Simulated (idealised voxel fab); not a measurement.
The name of this process module is voxel self aligned vias.
Cross-sectional view cut (width: 295 nm; square cell size: 5 nm).
In what follows, cross-sections appear as grids of square cells, described through bands that run from the top down, where every band is one or more rows of cells. Quick guide to a band line: top height, bottom height (nm) up front; then every material left to right with its width in nm. Only one material and it's marked "edge to edge"? Then it fills the band edge to edge. And "empty" just means empty space. Basically, 0 is our baseline, since under it the wafer straight out of the box is all one material. The bottom band has no lower end and keeps on going down, so it looks like "top 0, no bottom". Top row gets the first number, bottom row gets the second, and each row in between changes by the same step: that is how a band width like "30->40" works. Given "nothing different" for a step, no cell of the cross-section differs between before and after that step. Closed empty spaces (no open way to the top) of 8 cells or more are what "Sealed cavities" lists, each as width x height at distance from the left edge, nm for all three. If you see something after the settings on a step's line, that's the simulator's own remark about that step. overlay nm: mask right of planned place by this much (step with mask). Neg. = left. If you're wondering how to read the rest of this, here's the deal. It's pairs of cross-sections: one from before a process step, one from after it. The after one is only drawn as far down as the lowest band that changed. Right under each pair you'll see which step sits between them and what its settings were. Don't read the pairs as one continuous story, though. They can come from different runs of this module on the same starting wafer, and a pair only carries on from the one above it where its entry headed "Before this step" says so.
[Before this step]
	top 0, no bottom  Si edge to edge
	Sealed cavities: none
[Cross-Section After Step]
	top 10, bottom 0  SiO2 edge to edge
	Beneath the level 0, the cross-section is identical to its previous state.
	Sealed cavities: none
Process step bridging the above cross-sections: CONFORMAL_DEP [material SiO2] [thk nm 10]
Before this step: unchanged from the after cross-section in the pair immediately above; refer to that figure.
[Cross-Section After Step]
	top 15, bottom 10  SiCN edge to edge
	Beneath the level 10, the cross-section is identical to its previous state.
	Sealed cavities: none
Process step bridging the above cross-sections: CONFORMAL_DEP [material SiCN] [thk nm 5]
Before this step: unchanged from the after cross-section in the pair immediately above; refer to that figure.
[Cross-Section After Step]
	top 45, bottom 15  SiO2 edge to edge
	Beneath the level 15, the cross-section is identical to its previous state.
	Sealed cavities: none
Process step bridging the above cross-sections: DIRECTIONAL_DEP [material SiO2] [thk nm 30]
Before this step: unchanged from the after cross-section in the pair immediately above; refer to that figure.
[Cross-Section After Step]
	top 45, bottom 15  70 of SiO2 / 25 of empty / 40 of SiO2 / 25 of empty / 40 of SiO2 / 25 of empty / 70 of SiO2
	Beneath the level 15, the cross-section is identical to its previous state.
	Sealed cavities: none
Process step bridging the above cross-sections: MASKED_ETCH [tone open] [mask id LINES] [width nm 25] [pitch nm 65] [etch materials SiO2] [depth nm 30] [overlay nm 0]
Before this step: unchanged from the after cross-section in the pair immediately above; refer to that figure.
[Cross-Section After Step]
	top 50, bottom 45  75 of TiN / 15 of empty / 50 of TiN / 15 of empty / 50 of TiN / 15 of empty / 75 of TiN
	top 45, bottom 20  70 of SiO2 / 5 of TiN / 15 of empty / 5 of TiN / 40 of SiO2 / 5 of TiN / 15 of empty / 5 of TiN / 40 of SiO2 / 5 of TiN / 15 of empty / 5 of TiN / 70 of SiO2
	top 20, bottom 15  70 of SiO2 / 25 of TiN / 40 of SiO2 / 25 of TiN / 40 of SiO2 / 25 of TiN / 70 of SiO2
	Beneath the level 15, the cross-section is identical to its previous state.
	Sealed cavities: none
Process step bridging the above cross-sections: CONFORMAL_DEP [material TiN] [thk nm 5]
Before this step: unchanged from the after cross-section in the pair immediately above; refer to that figure.
[Cross-Section After Step]
	top 60, bottom 50  W edge to edge
	top 50, bottom 45  75 of TiN / 15 of W / 50 of TiN / 15 of W / 50 of TiN / 15 of W / 75 of TiN
	top 45, bottom 20  70 of SiO2 / 5 of TiN / 15 of W / 5 of TiN / 40 of SiO2 / 5 of TiN / 15 of W / 5 of TiN / 40 of SiO2 / 5 of TiN / 15 of W / 5 of TiN / 70 of SiO2
	Beneath the level 20, the cross-section is identical to its previous state.
	Sealed cavities: none
Process step bridging the above cross-sections: FILL_DEP [material W] [thk nm 10]
Before this step: unchanged from the after cross-section in the pair immediately above; refer to that figure.
[Cross-Section After Step]
	top 45, bottom 20  70 of SiO2 / 5 of TiN / 15 of W / 5 of TiN / 40 of SiO2 / 5 of TiN / 15 of W / 5 of TiN / 40 of SiO2 / 5 of TiN / 15 of W / 5 of TiN / 70 of SiO2
	Beneath the level 20, the cross-section is identical to its previous state.
	Sealed cavities: none
Process step bridging the above cross-sections: CMP [height nm 45]
Before this step: unchanged from the after cross-section in the pair immediately above; refer to that figure.
[Cross-Section After Step]
	top 45, bottom 35  70 of SiO2 / 25 of empty / 40 of SiO2 / 25 of empty / 40 of SiO2 / 25 of empty / 70 of SiO2
	Beneath the level 35, the cross-section is identical to its previous state.
	Sealed cavities: none
Process step bridging the above cross-sections: SELECTIVE_ETCH [etch materials W Ru TiN] [depth nm 10]
Before this step: unchanged from the after cross-section in the pair immediately above; refer to that figure.
[Cross-Section After Step]
	top 50, bottom 45  SiN edge to edge
	top 45, bottom 35  70 of SiO2 / 25 of SiN / 40 of SiO2 / 25 of SiN / 40 of SiO2 / 25 of SiN / 70 of SiO2
	Beneath the level 35, the cross-section is identical to its previous state.
	Sealed cavities: none
Process step bridging the above cross-sections: FILL_DEP [material SiN] [thk nm 5]
Before this step: unchanged from the after cross-section in the pair immediately above; refer to that figure.
[Cross-Section After Step]
	top 45, bottom 35  70 of SiO2 / 25 of SiN / 40 of SiO2 / 25 of SiN / 40 of SiO2 / 25 of SiN / 70 of SiO2
	Beneath the level 35, the cross-section is identical to its previous state.
	Sealed cavities: none
Process step bridging the above cross-sections: CMP [height nm 45]
Before this step: unchanged from the after cross-section in the pair immediately above; refer to that figure.
[Cross-Section After Step]
	top 60, bottom 45  SiO2 edge to edge
	Beneath the level 45, the cross-section is identical to its previous state.
	Sealed cavities: none
Process step bridging the above cross-sections: DIRECTIONAL_DEP [material SiO2] [thk nm 15]
Before this step: unchanged from the after cross-section in the pair immediately above; refer to that figure.
[Cross-Section After Step]
	top 75, bottom 60  65 of resist / 35 of empty / 95 of resist / 35 of empty / 65 of resist
	Beneath the level 60, the cross-section is identical to its previous state.
	Sealed cavities: none
Process step bridging the above cross-sections: PATTERN [tone open] [mask id VIAS] [material resist] [width nm 35] [pitch nm 130] [thk nm 15] [overlay nm 0]
Before this step: unchanged from the after cross-section in the pair immediately above; refer to that figure.
[Cross-Section After Step]
	top 75, bottom 60  65 of resist / 35 of empty / 95 of resist / 35 of empty / 65 of resist
	top 60, bottom 45  65 of SiO2 / 35 of empty / 95 of SiO2 / 35 of empty / 65 of SiO2
	Beneath the level 45, the cross-section is identical to its previous state.
	Sealed cavities: none
Process step bridging the above cross-sections: DIRECTIONAL_ETCH [etch materials SiO2] [depth nm 15]
Before this step: unchanged from the after cross-section in the pair immediately above; refer to that figure.
[Cross-Section After Step]
	top 75, bottom 60  65 of resist / 35 of empty / 95 of resist / 35 of empty / 65 of resist
	top 60, bottom 45  65 of SiO2 / 35 of empty / 95 of SiO2 / 35 of empty / 65 of SiO2
	top 45, bottom 35  70 of SiO2 / 25 of empty / 40 of SiO2 / 25 of SiN / 40 of SiO2 / 25 of empty / 70 of SiO2
	Beneath the level 35, the cross-section is identical to its previous state.
	Sealed cavities: none
Process step bridging the above cross-sections: DIRECTIONAL_ETCH [etch materials SiN] [depth nm 10]
Before this step: unchanged from the after cross-section in the pair immediately above; refer to that figure.
[Cross-Section After Step]
	top 60, bottom 45  65 of SiO2 / 35 of empty / 95 of SiO2 / 35 of empty / 65 of SiO2
	Beneath the level 45, the cross-section is identical to its previous state.
	Sealed cavities: none
Process step bridging the above cross-sections: STRIP [etch materials resist]
Before this step: unchanged from the after cross-section in the pair immediately above; refer to that figure.
[Cross-Section After Step]
	top 65, bottom 60  70 of TiN / 25 of empty / 105 of TiN / 25 of empty / 70 of TiN
	top 60, bottom 50  65 of SiO2 / 5 of TiN / 25 of empty / 5 of TiN / 95 of SiO2 / 5 of TiN / 25 of empty / 5 of TiN / 65 of SiO2
	top 50, bottom 45  65 of SiO2 / 10 of TiN / 15 of empty / 10 of TiN / 95 of SiO2 / 10 of TiN / 15 of empty / 10 of TiN / 65 of SiO2
	top 45, bottom 40  70 of SiO2 / 5 of TiN / 15 of empty / 5 of TiN / 40 of SiO2 / 25 of SiN / 40 of SiO2 / 5 of TiN / 15 of empty / 5 of TiN / 70 of SiO2
	top 40, bottom 35  70 of SiO2 / 25 of TiN / 40 of SiO2 / 25 of SiN / 40 of SiO2 / 25 of TiN / 70 of SiO2
	Beneath the level 35, the cross-section is identical to its previous state.
	Sealed cavities: none
Process step bridging the above cross-sections: CONFORMAL_DEP [material TiN] [thk nm 5]
Before this step: unchanged from the after cross-section in the pair immediately above; refer to that figure.
[Cross-Section After Step]
	top 75, bottom 65  Ru edge to edge
	top 65, bottom 60  70 of TiN / 25 of Ru / 105 of TiN / 25 of Ru / 70 of TiN
	top 60, bottom 50  65 of SiO2 / 5 of TiN / 25 of Ru / 5 of TiN / 95 of SiO2 / 5 of TiN / 25 of Ru / 5 of TiN / 65 of SiO2
	top 50, bottom 45  65 of SiO2 / 10 of TiN / 15 of Ru / 10 of TiN / 95 of SiO2 / 10 of TiN / 15 of Ru / 10 of TiN / 65 of SiO2
	top 45, bottom 40  70 of SiO2 / 5 of TiN / 15 of Ru / 5 of TiN / 40 of SiO2 / 25 of SiN / 40 of SiO2 / 5 of TiN / 15 of Ru / 5 of TiN / 70 of SiO2
	Beneath the level 40, the cross-section is identical to its previous state.
	Sealed cavities: none
Process step bridging the above cross-sections: FILL_DEP [material Ru] [thk nm 10]
Before this step: unchanged from the after cross-section in the pair immediately above; refer to that figure.
[Cross-Section After Step]
	top 60, bottom 50  65 of SiO2 / 5 of TiN / 25 of Ru / 5 of TiN / 95 of SiO2 / 5 of TiN / 25 of Ru / 5 of TiN / 65 of SiO2
	Beneath the level 50, the cross-section is identical to its previous state.
	Sealed cavities: none
Process step bridging the above cross-sections: CMP [height nm 60]
Before this step: unchanged from the after cross-section in the pair immediately above; refer to that figure.
[Cross-Section After Step]
	top 65, bottom 60  SiCN edge to edge
	Beneath the level 60, the cross-section is identical to its previous state.
	Sealed cavities: none
Process step bridging the above cross-sections: CONFORMAL_DEP [material SiCN] [thk nm 5]
[Before this step]
	top 75, bottom 65  Ru edge to edge
	top 65, bottom 60  70 of TiN / 25 of Ru / 105 of TiN / 25 of Ru / 70 of TiN
	top 60, bottom 50  65 of SiO2 / 5 of TiN / 25 of Ru / 5 of TiN / 95 of SiO2 / 5 of TiN / 25 of Ru / 5 of TiN / 65 of SiO2
	top 50, bottom 45  65 of SiO2 / 10 of TiN / 15 of Ru / 10 of TiN / 95 of SiO2 / 10 of TiN / 15 of Ru / 10 of TiN / 65 of SiO2
	top 45, bottom 40  70 of SiO2 / 5 of TiN / 15 of Ru / 5 of TiN / 40 of SiO2 / 25 of SiN / 40 of SiO2 / 5 of TiN / 15 of Ru / 5 of TiN / 70 of SiO2
	top 40, bottom 35  70 of SiO2 / 25 of TiN / 40 of SiO2 / 25 of SiN / 40 of SiO2 / 25 of TiN / 70 of SiO2
	top 35, bottom 20  70 of SiO2 / 5 of TiN / 15 of W / 5 of TiN / 40 of SiO2 / 5 of TiN / 15 of W / 5 of TiN / 40 of SiO2 / 5 of TiN / 15 of W / 5 of TiN / 70 of SiO2
	top 20, bottom 15  70 of SiO2 / 25 of TiN / 40 of SiO2 / 25 of TiN / 40 of SiO2 / 25 of TiN / 70 of SiO2
	top 15, bottom 10  SiCN edge to edge
	top 10, bottom 0  SiO2 edge to edge
	top 0, no bottom  Si edge to edge
	Sealed cavities: none
[Cross-Section After Step]
	top 80, bottom 75  SiCN edge to edge
	Beneath the level 75, the cross-section is identical to its previous state.
	Sealed cavities: none
Process step bridging the above cross-sections: CONFORMAL_DEP [material SiCN] [thk nm 5]
[Before this step]
	top 75, bottom 60  65 of resist / 35 of empty / 95 of resist / 35 of empty / 65 of resist
	top 60, bottom 45  65 of SiO2 / 35 of empty / 95 of SiO2 / 35 of empty / 65 of SiO2
	top 45, bottom 35  70 of SiO2 / 25 of SiN / 40 of SiO2 / 25 of SiN / 40 of SiO2 / 25 of SiN / 70 of SiO2
	top 35, bottom 20  70 of SiO2 / 5 of TiN / 15 of W / 5 of TiN / 40 of SiO2 / 5 of TiN / 15 of W / 5 of TiN / 40 of SiO2 / 5 of TiN / 15 of W / 5 of TiN / 70 of SiO2
	top 20, bottom 15  70 of SiO2 / 25 of TiN / 40 of SiO2 / 25 of TiN / 40 of SiO2 / 25 of TiN / 70 of SiO2
	top 15, bottom 10  SiCN edge to edge
	top 10, bottom 0  SiO2 edge to edge
	top 0, no bottom  Si edge to edge
	Sealed cavities: none
[Cross-Section After Step]
	top 75, bottom 60  65 of resist / 35 of empty / 95 of resist / 35 of empty / 65 of resist
	top 60, bottom 45  65 of SiO2 / 35 of empty / 95 of SiO2 / 35 of empty / 65 of SiO2
	top 45, bottom 35  65 of SiO2 / 5 of empty / 25 of SiN / 5 of empty / 35 of SiO2 / 25 of SiN / 35 of SiO2 / 5 of empty / 25 of SiN / 5 of empty / 65 of SiO2
	top 35, bottom 30  65 of SiO2 / 5 of empty / 5 of TiN / 15 of W / 5 of TiN / 5 of empty / 35 of SiO2 / 5 of TiN / 15 of W / 5 of TiN / 35 of SiO2 / 5 of empty / 5 of TiN / 15 of W / 5 of TiN / 5 of empty / 65 of SiO2
	Beneath the level 30, the cross-section is identical to its previous state.
	Sealed cavities: none
Process step bridging the above cross-sections: DIRECTIONAL_ETCH [etch materials SiO2] [depth nm 15]
Before this step: unchanged from the after cross-section in the pair immediately above; refer to that figure.
[Cross-Section After Step]
	top 75, bottom 60  65 of resist / 35 of empty / 95 of resist / 35 of empty / 65 of resist
	top 60, bottom 45  65 of SiO2 / 35 of empty / 95 of SiO2 / 35 of empty / 65 of SiO2
	top 45, bottom 35  65 of SiO2 / 35 of empty / 35 of SiO2 / 25 of SiN / 35 of SiO2 / 35 of empty / 65 of SiO2
	Beneath the level 35, the cross-section is identical to its previous state.
	Sealed cavities: none
Process step bridging the above cross-sections: DIRECTIONAL_ETCH [etch materials SiN] [depth nm 10]
Before this step: unchanged from the after cross-section in the pair immediately above; refer to that figure.
[Cross-Section After Step]
	top 60, bottom 45  65 of SiO2 / 35 of empty / 95 of SiO2 / 35 of empty / 65 of SiO2
	Beneath the level 45, the cross-section is identical to its previous state.
	Sealed cavities: none
Process step bridging the above cross-sections: STRIP [etch materials resist]
Before this step: unchanged from the after cross-section in the pair immediately above; refer to that figure.
[Cross-Section After Step]
	top 65, bottom 60  70 of TiN / 25 of empty / 105 of TiN / 25 of empty / 70 of TiN
	top 60, bottom 45  65 of SiO2 / 5 of TiN / 25 of empty / 5 of TiN / 95 of SiO2 / 5 of TiN / 25 of empty / 5 of TiN / 65 of SiO2
	top 45, bottom 40  65 of SiO2 / 5 of TiN / 25 of empty / 5 of TiN / 35 of SiO2 / 25 of SiN / 35 of SiO2 / 5 of TiN / 25 of empty / 5 of TiN / 65 of SiO2
	top 40, bottom 35  65 of SiO2 / 35 of TiN / 35 of SiO2 / 25 of SiN / 35 of SiO2 / 35 of TiN / 65 of SiO2
	top 35, bottom 30  65 of SiO2 / 10 of TiN / 15 of W / 10 of TiN / 35 of SiO2 / 5 of TiN / 15 of W / 5 of TiN / 35 of SiO2 / 10 of TiN / 15 of W / 10 of TiN / 65 of SiO2
	Beneath the level 30, the cross-section is identical to its previous state.
	Sealed cavities: none
Process step bridging the above cross-sections: CONFORMAL_DEP [material TiN] [thk nm 5]
Before this step: unchanged from the after cross-section in the pair immediately above; refer to that figure.
[Cross-Section After Step]
	top 75, bottom 65  Ru edge to edge
	top 65, bottom 60  70 of TiN / 25 of Ru / 105 of TiN / 25 of Ru / 70 of TiN
	top 60, bottom 45  65 of SiO2 / 5 of TiN / 25 of Ru / 5 of TiN / 95 of SiO2 / 5 of TiN / 25 of Ru / 5 of TiN / 65 of SiO2
	top 45, bottom 40  65 of SiO2 / 5 of TiN / 25 of Ru / 5 of TiN / 35 of SiO2 / 25 of SiN / 35 of SiO2 / 5 of TiN / 25 of Ru / 5 of TiN / 65 of SiO2
	Beneath the level 40, the cross-section is identical to its previous state.
	Sealed cavities: none
Process step bridging the above cross-sections: FILL_DEP [material Ru] [thk nm 10]
Before this step: unchanged from the after cross-section in the pair immediately above; refer to that figure.
[Cross-Section After Step]
	top 60, bottom 45  65 of SiO2 / 5 of TiN / 25 of Ru / 5 of TiN / 95 of SiO2 / 5 of TiN / 25 of Ru / 5 of TiN / 65 of SiO2
	Beneath the level 45, the cross-section is identical to its previous state.
	Sealed cavities: none
Process step bridging the above cross-sections: CMP [height nm 60]
Before this step: unchanged from the after cross-section in the pair immediately above; refer to that figure.
[Cross-Section After Step]
	top 65, bottom 60  SiCN edge to edge
	Beneath the level 60, the cross-section is identical to its previous state.
	Sealed cavities: none
Process step bridging the above cross-sections: CONFORMAL_DEP [material SiCN] [thk nm 5]
[Before this step]
	top 0, no bottom  Si edge to edge
	Sealed cavities: none
[Cross-Section After Step]
	top 5, bottom 0  SiCN edge to edge
	Beneath the level 0, the cross-section is identical to its previous state.
	Sealed cavities: none
Process step bridging the above cross-sections: CONFORMAL_DEP [material SiCN] [thk nm 5]
Before this step: unchanged from the after cross-section in the pair immediately above; refer to that figure.
[Cross-Section After Step]
	top 15, bottom 5  SiO2 edge to edge
	Beneath the level 5, the cross-section is identical to its previous state.
	Sealed cavities: none
Process step bridging the above cross-sections: CONFORMAL_DEP [material SiO2] [thk nm 10]
Before this step: unchanged from the after cross-section in the pair immediately above; refer to that figure.
[Cross-Section After Step]
	top 45, bottom 5  SiO2 edge to edge
	Beneath the level 5, the cross-section is identical to its previous state.
	Sealed cavities: none
Process step bridging the above cross-sections: DIRECTIONAL_DEP [material SiO2] [thk nm 30]
Before this step: unchanged from the after cross-section in the pair immediately above; refer to that figure.
[Cross-Section After Step]
	top 45, bottom 15  70 of SiO2 / 25 of empty / 40 of SiO2 / 25 of empty / 40 of SiO2 / 25 of empty / 70 of SiO2
	Beneath the level 15, the cross-section is identical to its previous state.
	Sealed cavities: none
Process step bridging the above cross-sections: MASKED_ETCH [tone open] [mask id LINES] [width nm 25] [pitch nm 65] [etch materials SiO2] [depth nm 30] [overlay nm 0]
Before this step: unchanged from the after cross-section in the pair immediately above; refer to that figure.
[Cross-Section After Step]
	top 50, bottom 45  75 of TiN / 15 of empty / 50 of TiN / 15 of empty / 50 of TiN / 15 of empty / 75 of TiN
	top 45, bottom 20  70 of SiO2 / 5 of TiN / 15 of empty / 5 of TiN / 40 of SiO2 / 5 of TiN / 15 of empty / 5 of TiN / 40 of SiO2 / 5 of TiN / 15 of empty / 5 of TiN / 70 of SiO2
	top 20, bottom 15  70 of SiO2 / 25 of TiN / 40 of SiO2 / 25 of TiN / 40 of SiO2 / 25 of TiN / 70 of SiO2
	Beneath the level 15, the cross-section is identical to its previous state.
	Sealed cavities: none
Process step bridging the above cross-sections: CONFORMAL_DEP [material TiN] [thk nm 5]
Before this step: unchanged from the after cross-section in the pair immediately above; refer to that figure.
[Cross-Section After Step]
	top 60, bottom 50  W edge to edge
	top 50, bottom 45  75 of TiN / 15 of W / 50 of TiN / 15 of W / 50 of TiN / 15 of W / 75 of TiN
	top 45, bottom 20  70 of SiO2 / 5 of TiN / 15 of W / 5 of TiN / 40 of SiO2 / 5 of TiN / 15 of W / 5 of TiN / 40 of SiO2 / 5 of TiN / 15 of W / 5 of TiN / 70 of SiO2
	Beneath the level 20, the cross-section is identical to its previous state.
	Sealed cavities: none
Process step bridging the above cross-sections: FILL_DEP [material W] [thk nm 10]
Before this step: unchanged from the after cross-section in the pair immediately above; refer to that figure.
[Cross-Section After Step]
	top 45, bottom 20  70 of SiO2 / 5 of TiN / 15 of W / 5 of TiN / 40 of SiO2 / 5 of TiN / 15 of W / 5 of TiN / 40 of SiO2 / 5 of TiN / 15 of W / 5 of TiN / 70 of SiO2
	Beneath the level 20, the cross-section is identical to its previous state.
	Sealed cavities: none
Process step bridging the above cross-sections: CMP [height nm 45]
Before this step: unchanged from the after cross-section in the pair immediately above; refer to that figure.
[Cross-Section After Step]
	top 45, bottom 35  70 of SiO2 / 25 of empty / 40 of SiO2 / 25 of empty / 40 of SiO2 / 25 of empty / 70 of SiO2
	Beneath the level 35, the cross-section is identical to its previous state.
	Sealed cavities: none
Process step bridging the above cross-sections: SELECTIVE_ETCH [etch materials W Ru TiN] [depth nm 10]
Before this step: unchanged from the after cross-section in the pair immediately above; refer to that figure.
[Cross-Section After Step]
	top 50, bottom 45  SiN edge to edge
	top 45, bottom 35  70 of SiO2 / 25 of SiN / 40 of SiO2 / 25 of SiN / 40 of SiO2 / 25 of SiN / 70 of SiO2
	Beneath the level 35, the cross-section is identical to its previous state.
	Sealed cavities: none
Process step bridging the above cross-sections: FILL_DEP [material SiN] [thk nm 5]
Before this step: unchanged from the after cross-section in the pair immediately above; refer to that figure.
[Cross-Section After Step]
	top 45, bottom 35  70 of SiO2 / 25 of SiN / 40 of SiO2 / 25 of SiN / 40 of SiO2 / 25 of SiN / 70 of SiO2
	Beneath the level 35, the cross-section is identical to its previous state.
	Sealed cavities: none
Process step bridging the above cross-sections: CMP [height nm 45]
Before this step: unchanged from the after cross-section in the pair immediately above; refer to that figure.
[Cross-Section After Step]
	top 60, bottom 45  SiO2 edge to edge
	Beneath the level 45, the cross-section is identical to its previous state.
	Sealed cavities: none
Process step bridging the above cross-sections: DIRECTIONAL_DEP [material SiO2] [thk nm 15]
Before this step: unchanged from the after cross-section in the pair immediately above; refer to that figure.
[Cross-Section After Step]
	top 75, bottom 60  65 of resist / 35 of empty / 95 of resist / 35 of empty / 65 of resist
	Beneath the level 60, the cross-section is identical to its previous state.
	Sealed cavities: none
Process step bridging the above cross-sections: PATTERN [tone open] [mask id VIAS] [material resist] [width nm 35] [pitch nm 130] [thk nm 15] [overlay nm 0]
Before this step: unchanged from the after cross-section in the pair immediately above; refer to that figure.
[Cross-Section After Step]
	top 75, bottom 60  65 of resist / 35 of empty / 95 of resist / 35 of empty / 65 of resist
	top 60, bottom 45  65 of SiO2 / 35 of empty / 95 of SiO2 / 35 of empty / 65 of SiO2
	Beneath the level 45, the cross-section is identical to its previous state.
	Sealed cavities: none
Process step bridging the above cross-sections: DIRECTIONAL_ETCH [etch materials SiO2] [depth nm 15]
Before this step: unchanged from the after cross-section in the pair immediately above; refer to that figure.
[Cross-Section After Step]
	top 75, bottom 60  65 of resist / 35 of empty / 95 of resist / 35 of empty / 65 of resist
	top 60, bottom 45  65 of SiO2 / 35 of empty / 95 of SiO2 / 35 of empty / 65 of SiO2
	top 45, bottom 35  70 of SiO2 / 25 of empty / 40 of SiO2 / 25 of SiN / 40 of SiO2 / 25 of empty / 70 of SiO2
	Beneath the level 35, the cross-section is identical to its previous state.
	Sealed cavities: none
Process step bridging the above cross-sections: DIRECTIONAL_ETCH [etch materials SiN] [depth nm 10]
Before this step: unchanged from the after cross-section in the pair immediately above; refer to that figure.
[Cross-Section After Step]
	top 60, bottom 45  65 of SiO2 / 35 of empty / 95 of SiO2 / 35 of empty / 65 of SiO2
	Beneath the level 45, the cross-section is identical to its previous state.
	Sealed cavities: none
Process step bridging the above cross-sections: STRIP [etch materials resist]
Before this step: unchanged from the after cross-section in the pair immediately above; refer to that figure.
[Cross-Section After Step]
	top 65, bottom 60  70 of TiN / 25 of empty / 105 of TiN / 25 of empty / 70 of TiN
	top 60, bottom 50  65 of SiO2 / 5 of TiN / 25 of empty / 5 of TiN / 95 of SiO2 / 5 of TiN / 25 of empty / 5 of TiN / 65 of SiO2
	top 50, bottom 45  65 of SiO2 / 10 of TiN / 15 of empty / 10 of TiN / 95 of SiO2 / 10 of TiN / 15 of empty / 10 of TiN / 65 of SiO2
	top 45, bottom 40  70 of SiO2 / 5 of TiN / 15 of empty / 5 of TiN / 40 of SiO2 / 25 of SiN / 40 of SiO2 / 5 of TiN / 15 of empty / 5 of TiN / 70 of SiO2
	top 40, bottom 35  70 of SiO2 / 25 of TiN / 40 of SiO2 / 25 of SiN / 40 of SiO2 / 25 of TiN / 70 of SiO2
	Beneath the level 35, the cross-section is identical to its previous state.
	Sealed cavities: none
Process step bridging the above cross-sections: CONFORMAL_DEP [material TiN] [thk nm 5]
Before this step: unchanged from the after cross-section in the pair immediately above; refer to that figure.
[Cross-Section After Step]
	top 75, bottom 65  Ru edge to edge
	top 65, bottom 60  70 of TiN / 25 of Ru / 105 of TiN / 25 of Ru / 70 of TiN
	top 60, bottom 50  65 of SiO2 / 5 of TiN / 25 of Ru / 5 of TiN / 95 of SiO2 / 5 of TiN / 25 of Ru / 5 of TiN / 65 of SiO2
	top 50, bottom 45  65 of SiO2 / 10 of TiN / 15 of Ru / 10 of TiN / 95 of SiO2 / 10 of TiN / 15 of Ru / 10 of TiN / 65 of SiO2
	top 45, bottom 40  70 of SiO2 / 5 of TiN / 15 of Ru / 5 of TiN / 40 of SiO2 / 25 of SiN / 40 of SiO2 / 5 of TiN / 15 of Ru / 5 of TiN / 70 of SiO2
	Beneath the level 40, the cross-section is identical to its previous state.
	Sealed cavities: none
Process step bridging the above cross-sections: FILL_DEP [material Ru] [thk nm 10]
Before this step: unchanged from the after cross-section in the pair immediately above; refer to that figure.
[Cross-Section After Step]
	top 60, bottom 50  65 of SiO2 / 5 of TiN / 25 of Ru / 5 of TiN / 95 of SiO2 / 5 of TiN / 25 of Ru / 5 of TiN / 65 of SiO2
	Beneath the level 50, the cross-section is identical to its previous state.
	Sealed cavities: none
Process step bridging the above cross-sections: CMP [height nm 60]
Before this step: unchanged from the after cross-section in the pair immediately above; refer to that figure.
[Cross-Section After Step]
	top 65, bottom 60  SiCN edge to edge
	Beneath the level 60, the cross-section is identical to its previous state.
	Sealed cavities: none
Process step bridging the above cross-sections: CONFORMAL_DEP [material SiCN] [thk nm 5]
[Before this step]
	top 0, no bottom  Si edge to edge
	Sealed cavities: none
[Cross-Section After Step]
	top 5, bottom 0  SiO2 edge to edge
	Beneath the level 0, the cross-section is identical to its previous state.
	Sealed cavities: none
Process step bridging the above cross-sections: CONFORMAL_DEP [material SiO2] [thk nm 5]
Before this step: unchanged from the after cross-section in the pair immediately above; refer to that figure.
[Cross-Section After Step]
	top 10, bottom 5  SiCN edge to edge
	Beneath the level 5, the cross-section is identical to its previous state.
	Sealed cavities: none
Process step bridging the above cross-sections: CONFORMAL_DEP [material SiCN] [thk nm 5]
Before this step: unchanged from the after cross-section in the pair immediately above; refer to that figure.
[Cross-Section After Step]
	top 40, bottom 10  SiO2 edge to edge
	Beneath the level 10, the cross-section is identical to its previous state.
	Sealed cavities: none
Process step bridging the above cross-sections: DIRECTIONAL_DEP [material SiO2] [thk nm 30]
Before this step: unchanged from the after cross-section in the pair immediately above; refer to that figure.
[Cross-Section After Step]
	top 40, bottom 10  70 of SiO2 / 25 of empty / 40 of SiO2 / 25 of empty / 40 of SiO2 / 25 of empty / 70 of SiO2
	Beneath the level 10, the cross-section is identical to its previous state.
	Sealed cavities: none
Process step bridging the above cross-sections: MASKED_ETCH [tone open] [mask id LINES] [width nm 25] [pitch nm 65] [etch materials SiO2] [depth nm 30] [overlay nm 0]
Before this step: unchanged from the after cross-section in the pair immediately above; refer to that figure.
[Cross-Section After Step]
	top 45, bottom 40  75 of TiN / 15 of empty / 50 of TiN / 15 of empty / 50 of TiN / 15 of empty / 75 of TiN
	top 40, bottom 15  70 of SiO2 / 5 of TiN / 15 of empty / 5 of TiN / 40 of SiO2 / 5 of TiN / 15 of empty / 5 of TiN / 40 of SiO2 / 5 of TiN / 15 of empty / 5 of TiN / 70 of SiO2
	top 15, bottom 10  70 of SiO2 / 25 of TiN / 40 of SiO2 / 25 of TiN / 40 of SiO2 / 25 of TiN / 70 of SiO2
	Beneath the level 10, the cross-section is identical to its previous state.
	Sealed cavities: none
Process step bridging the above cross-sections: CONFORMAL_DEP [material TiN] [thk nm 5]
Before this step: unchanged from the after cross-section in the pair immediately above; refer to that figure.
[Cross-Section After Step]
	top 55, bottom 45  W edge to edge
	top 45, bottom 40  75 of TiN / 15 of W / 50 of TiN / 15 of W / 50 of TiN / 15 of W / 75 of TiN
	top 40, bottom 15  70 of SiO2 / 5 of TiN / 15 of W / 5 of TiN / 40 of SiO2 / 5 of TiN / 15 of W / 5 of TiN / 40 of SiO2 / 5 of TiN / 15 of W / 5 of TiN / 70 of SiO2
	Beneath the level 15, the cross-section is identical to its previous state.
	Sealed cavities: none
Process step bridging the above cross-sections: FILL_DEP [material W] [thk nm 10]
Before this step: unchanged from the after cross-section in the pair immediately above; refer to that figure.
[Cross-Section After Step]
	top 45, bottom 40  75 of TiN / 15 of W / 50 of TiN / 15 of W / 50 of TiN / 15 of W / 75 of TiN
	Beneath the level 40, the cross-section is identical to its previous state.
	Sealed cavities: none
Process step bridging the above cross-sections: CMP [height nm 45]
Before this step: unchanged from the after cross-section in the pair immediately above; refer to that figure.
[Cross-Section After Step]
	top 40, bottom 35  70 of SiO2 / 25 of empty / 40 of SiO2 / 25 of empty / 40 of SiO2 / 25 of empty / 70 of SiO2
	Beneath the level 35, the cross-section is identical to its previous state.
	Sealed cavities: none
Process step bridging the above cross-sections: SELECTIVE_ETCH [etch materials W Ru TiN] [depth nm 10]
Before this step: unchanged from the after cross-section in the pair immediately above; refer to that figure.
[Cross-Section After Step]
	top 45, bottom 40  SiN edge to edge
	top 40, bottom 35  70 of SiO2 / 25 of SiN / 40 of SiO2 / 25 of SiN / 40 of SiO2 / 25 of SiN / 70 of SiO2
	Beneath the level 35, the cross-section is identical to its previous state.
	Sealed cavities: none
Process step bridging the above cross-sections: FILL_DEP [material SiN] [thk nm 5]
Before this step: unchanged from the after cross-section in the pair immediately above; refer to that figure.
[Cross-Section After Step]
	top 60, bottom 45  SiO2 edge to edge
	Beneath the level 45, the cross-section is identical to its previous state.
	Sealed cavities: none
Process step bridging the above cross-sections: DIRECTIONAL_DEP [material SiO2] [thk nm 15]
Before this step: unchanged from the after cross-section in the pair immediately above; refer to that figure.
[Cross-Section After Step]
	top 75, bottom 60  65 of resist / 35 of empty / 95 of resist / 35 of empty / 65 of resist
	Beneath the level 60, the cross-section is identical to its previous state.
	Sealed cavities: none
Process step bridging the above cross-sections: PATTERN [tone open] [mask id VIAS] [material resist] [width nm 35] [pitch nm 130] [thk nm 15] [overlay nm 0]
